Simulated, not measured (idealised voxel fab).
The document below concerns the process module designated voxel capacitor over wiring.
Shown is cross-section cut, with a width of 155 nm and square cells of size 5 nm.
This document writes a cross-section as a grid whose cells are square, and gives it as bands, listed from the top down; one or more rows of cells form a band. The entry gives the band's vertical extent as a top height and a bottom height in nm, then its horizontal make-up as materials from left to right, each with a width in nm. "air" stands for empty space; a single material marked "full width" fills the band edge to edge. Basically, 0 is our baseline, since under it the wafer straight out of the box is all one material. The bottom band has no lower end and keeps on going down, so it looks like "top 0, no bottom". A two-number width, for instance "30 to 40", indicates that the width is equal to the first number in the top row of the band and to the second number in the bottom row, and that it changes by a constant amount per row of cells. The cross-section has no changed cell in any step marked "same as before". Basically, "Enclosed empty spaces" tells you about the enclosed voids: empty spaces with no open way to the top, 8 cells or bigger, each written width x height at distance, where distance is from the left edge, all in nm. If you see something after the settings on a step's line, that's the simulator's own remark about that step. overlay nm: how far to the right of its planned place the mask lay on this masked step (negative: to the left).

# Process steps foreseen in the plan
- 1: RECEIVE with material Si
- 2: CONFORMAL_DEP with material SiO2, thk nm 15
- 3: CONFORMAL_DEP with material SiCN, thk nm 5
- 4: DIRECTIONAL_DEP with material SiO2, thk nm 20
- 5: DIRECTIONAL_DEP with material aC, thk nm 10
- 6: PATTERN with tone open, mask id METAL_1, material resist, width nm 30, pitch nm 85, thk nm 30, overlay nm 0
- 7: DIRECTIONAL_ETCH with etch materials aC, depth nm 10
- 8: STRIP with etch materials resist
- 9: DIRECTIONAL_ETCH with etch materials SiO2, depth nm 20
- 10: DIRECTIONAL_ETCH with etch materials SiCN, depth nm 5
- 11: STRIP with etch materials aC
- 12: CONFORMAL_DEP with material TiN, thk nm 5
- 13: FILL_DEP with material Cu, thk nm 10
- 14: CMP with height nm 40
- 15: EPI with material Ru, thk nm 5
- 16: FILL_DEP with material SiCN, thk nm 5
- 17: DIRECTIONAL_DEP with material lowk, thk nm 20
- 18: DIRECTIONAL_DEP with material aC, thk nm 10
- 19: PATTERN with tone open, mask id PLUG_1, material resist, width nm 15, thk nm 30, overlay nm 0
- 20: DIRECTIONAL_ETCH with etch materials aC, depth nm 10
- 21: STRIP with etch materials resist
- 22: DIRECTIONAL_ETCH with etch materials lowk, depth nm 20
- 23: DIRECTIONAL_ETCH with etch materials SiCN, depth nm 5
- 24: STRIP with etch materials aC
- 25: EPI with material Ru, thk nm 10
- 26: EPI with material Ru, thk nm 10
- 27: EPI with material Ru, thk nm 5
- 28: DIRECTIONAL_DEP with material TiN, thk nm 5
- 29: DIRECTIONAL_DEP with material HfO2, thk nm 5
- 30: DIRECTIONAL_DEP with material TiN, thk nm 5
- 31: PATTERN with tone cover, mask id UPPER_PLATE, material resist, width nm 60, thk nm 15, overlay nm 0
- 32: DIRECTIONAL_ETCH with etch materials TiN, depth nm 5
- 33: DIRECTIONAL_ETCH with etch materials HfO2, depth nm 5
- 34: STRIP with etch materials resist
- 35: DIRECTIONAL_DEP with material aC, thk nm 15
- 36: PATTERN with tone cover, mask id LOWER_PLATE, material resist, width nm 70, thk nm 35, overlay nm 0
- 37: DIRECTIONAL_ETCH with etch materials aC, depth nm 15
- 38: STRIP with etch materials resist
- 39: DIRECTIONAL_ETCH with etch materials TiN, depth nm 5
- 40: STRIP with etch materials aC
- 41: FILL_DEP with material SiO2, thk nm 15
- 42: CMP with height nm 95
- 43: MASKED_ETCH with tone open, mask id PLUG_2, width nm 15, etch materials SiO2, depth nm 10, overlay nm 0
- 44: CONFORMAL_DEP with material TiN, thk nm 5
- 45: FILL_DEP with material W, thk nm 10
- 46: CMP with height nm 95
- 47: CONFORMAL_DEP with material SiCN, thk nm 5

# Received-state cross-section, reflecting completion of step 1
> top 0, no bottom  Si full width
> Enclosed empty spaces: none

# Post-module cross-section of the first of two wafers (run per plan)
> top 100, bottom 95  SiCN full width
> top 95, bottom 90  SiO2=45; TiN=5; W=5; TiN=5; SiO2=95
> top 90, bottom 80  SiO2=45 to 35; TiN=15 to 60; SiO2=95 to 60
> top 80, bottom 75  SiO2=35; HfO2=60; SiO2=60
> top 75, bottom 70  SiO2=30; TiN=70; SiO2=55
> top 70, bottom 50  lowk=35; Ru=15; lowk=105
> top 50, bottom 45  SiCN=35; Ru=15; SiCN=105
> top 45, bottom 40  SiCN=15; Ru=40; SiCN=45; Ru=40; SiCN=15
> top 40, bottom 20  SiO2=20; TiN=5; Cu=20; TiN=5; SiO2=55; TiN=5; Cu=20; TiN=5; SiO2=20
> top 20, bottom 15  SiCN=20; TiN=30; SiCN=55; TiN=30; SiCN=20
> top 15, bottom 0  SiO2 full width
> top 0, no bottom  Si full width
> Enclosed empty spaces: none

# End-of-module cross-section of the second wafer: identical starting point and process plan to the first, with one processing mistake
> top 100, bottom 95  SiCN full width
> top 95, bottom 90  SiO2=45; TiN=5; W=5; TiN=5; SiO2=95
> top 90, bottom 85  SiO2=45; TiN=15; SiO2=95
> top 85, bottom 80  SiO2=30; TiN=5; SiO2=60; TiN=5; SiO2=55
> top 80, bottom 75  HfO2=35; SiO2=60; HfO2=60
> top 75, bottom 70  TiN full width
> top 70, bottom 50  lowk=35; Ru=15; lowk=105
> top 50, bottom 45  SiCN=35; Ru=15; SiCN=105
> top 45, bottom 40  SiCN=15; Ru=40; SiCN=45; Ru=40; SiCN=15
> top 40, bottom 20  SiO2=20; TiN=5; Cu=20; TiN=5; SiO2=55; TiN=5; Cu=20; TiN=5; SiO2=20
> top 20, bottom 15  SiCN=20; TiN=30; SiCN=55; TiN=30; SiCN=20
> top 15, bottom 0  SiO2 full width
> top 0, no bottom  Si full width
> Enclosed empty spaces: none
Diagnosis: step 31 changed vs plan, executed as PATTERN with tone open, mask id UPPER_PLATE, material resist, width nm 60, thk nm 15, overlay nm 0
Counted in cells at the end, the second wafer holds more or fewer of these materials than the first: HfO2 +7; SiO2 -14; TiN +7
